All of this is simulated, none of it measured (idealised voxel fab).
process module | voxel quadruple lines
cross-section cut | 245 nm wide | cells 5 nm
A cross-section is a grid of square cells, given in bands from the top down. A band is one or more rows of cells.
Each band's line starts with the height of the band's top and of its bottom, in nm. Then come its materials from left to right, each with its width in nm. One material with "throughout" fills the band from edge to edge. "air" is empty space.
Height 0 is the level under which the wafer as received is all one material. The lowest band goes on downwards, as in "0 down".
A width such as "30 to 40" changes by the same amount from each row of cells to the next, from the band's top row to its bottom row.
"no change" after a step means that no cell of the cross-section changed.
closed voids: empty space of 8 cells or more with no open way to the top, each as width x height at its distance from the left edge, in nm
after a step's settings: what the simulator itself notes on the step
overlay nm, on a step with a mask: how far to the right of its planned place the mask lay; to the left if negative
plan
1 op RECEIVE | material Si
2 op CONFORMAL_DEP | material Al2O3 | thk nm 5
3 op DIRECTIONAL_DEP | material TiN | thk nm 10
4 op DIRECTIONAL_DEP | material polySi | thk nm 20
5 op DIRECTIONAL_DEP | material aC | thk nm 20
6 op PATTERN | tone cover | mask id MANDREL | material resist | width nm 20 | pitch nm 60 | thk nm 25 | overlay nm 0
7 op DIRECTIONAL_ETCH | etch materials aC | depth nm 20
8 op STRIP | etch materials resist
9 op CONFORMAL_DEP | material SiO2 | thk nm 10
10 op DIRECTIONAL_ETCH | etch materials SiO2 | depth nm 10
11 op STRIP | etch materials aC
12 op DIRECTIONAL_ETCH | etch materials polySi | depth nm 20
13 op STRIP | etch materials SiO2
14 op CONFORMAL_DEP | material SiCN | thk nm 5
15 op DIRECTIONAL_ETCH | etch materials SiCN | depth nm 5
16 op STRIP | etch materials polySi
17 op DIRECTIONAL_ETCH | etch materials TiN | depth nm 10
18 op STRIP | etch materials SiCN
19 op FILL_DEP | material SiO2 | thk nm 5
20 op CMP | height nm 15
as received, after step 1
  0 down: Si throughout
  closed voids: none
first wafer at the end, as planned
  15 to 5: SiO2 65 | TiN 5 | SiO2 10 | TiN 5 | SiO2 10 | TiN 5 | SiO2 10 | TiN 5 | SiO2 10 | TiN 5 | SiO2 10 | TiN 5 | SiO2 10 | TiN 5 | SiO2 10 | TiN 5 | SiO2 70
  5 to 0: Al2O3 throughout
  0 down: Si throughout
  closed voids: none
second wafer at the end: like start, like plan, one mistake
  15 to 5: SiO2 70 | TiN 5 | SiO2 5 | TiN 5 | SiO2 10 | TiN 5 | SiO2 5 | TiN 5 | SiO2 20 | TiN 5 | SiO2 5 | TiN 5 | SiO2 10 | TiN 5 | SiO2 5 | TiN 5 | SiO2 75
  5 to 0: Al2O3 throughout
  0 down: Si throughout
  closed voids: none
what went wrong: step 9 ran as: op CONFORMAL_DEP | material SiO2 | thk nm 5
at the end the second wafer has, in cells: as many of each material as the first, in other places
